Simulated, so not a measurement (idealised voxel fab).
process module | voxel gate over fins
cross-section cut | 260 nm wide | cells 5 nm
A cross-section is a grid of square cells, given in bands from the top down. A band is one or more rows of cells.
Each band's line starts with the height of the band's top and of its bottom, in nm. Then come its materials from left to right, each with its width in nm. One material with "throughout" fills the band from edge to edge. "air" is empty space.
Height 0 is the level under which the wafer as received is all one material. The lowest band goes on downwards, as in "0 down".
A width such as "30 to 40" changes by the same amount from each row of cells to the next, from the band's top row to its bottom row.
"no change" after a step means that no cell of the cross-section changed.
closed voids: empty space of 8 cells or more with no open way to the top, each as width x height at its distance from the left edge, in nm
after a step's settings: what the simulator itself notes on the step
overlay nm, on a step with a mask: how far to the right of its planned place the mask lay; to the left if negative
plan
1 op RECEIVE | material Si
2 op CONFORMAL_DEP | material SiN | thk nm 10
3 op MASKED_ETCH | tone cover | mask id FINS | width nm 15 | pitch nm 45 | etch materials SiN | depth nm 10 | overlay nm 0
4 op MASKED_ETCH | tone cover | mask id FINS | width nm 15 | pitch nm 45 | etch materials Si | depth nm 35 | overlay nm 0
5 op OXIDIZE | depth nm 5
6 op FILL_DEP | material SiO2 | thk nm 15
7 op CMP | height nm 10
8 op SELECTIVE_ETCH | etch materials SiO2 | depth nm 20
9 op STRIP | etch materials SiN
10 op CONFORMAL_DEP | material HfO2 | thk nm 5
11 op CONFORMAL_DEP | material TiN | thk nm 5
12 op CONFORMAL_DEP | material TiAl | thk nm 5
13 op CONFORMAL_DEP | material TiN | thk nm 5
14 op FILL_DEP | material W | thk nm 15
15 op CMP | height nm 30
16 op CONFORMAL_DEP | material SiN | thk nm 10
as received, after step 1
  0 down: Si throughout
  closed voids: none
a wafer at the end: this start, this plan, one mistake
  40 to 30: SiN throughout
  30 to 20: W throughout
  20 to 15: TiN throughout
  15 to 10: TiAl throughout
  10 to 5: TiN 80 | TiAl 5 | TiN 40 | TiAl 5 | TiN 40 | TiAl 5 | TiN 85
  5 to 0: HfO2 75 | TiN 15 | HfO2 30 | TiN 15 | HfO2 30 | TiN 15 | HfO2 80
  0 to -5: Si 70 | HfO2 25 | Si 20 | HfO2 25 | Si 20 | HfO2 25 | Si 75
  -5 down: Si throughout
  closed voids: none
what went wrong: step 3 ran as: op MASKED_ETCH | tone open | mask id FINS | width nm 15 | pitch nm 45 | etch materials SiN | depth nm 10 | overlay nm 0
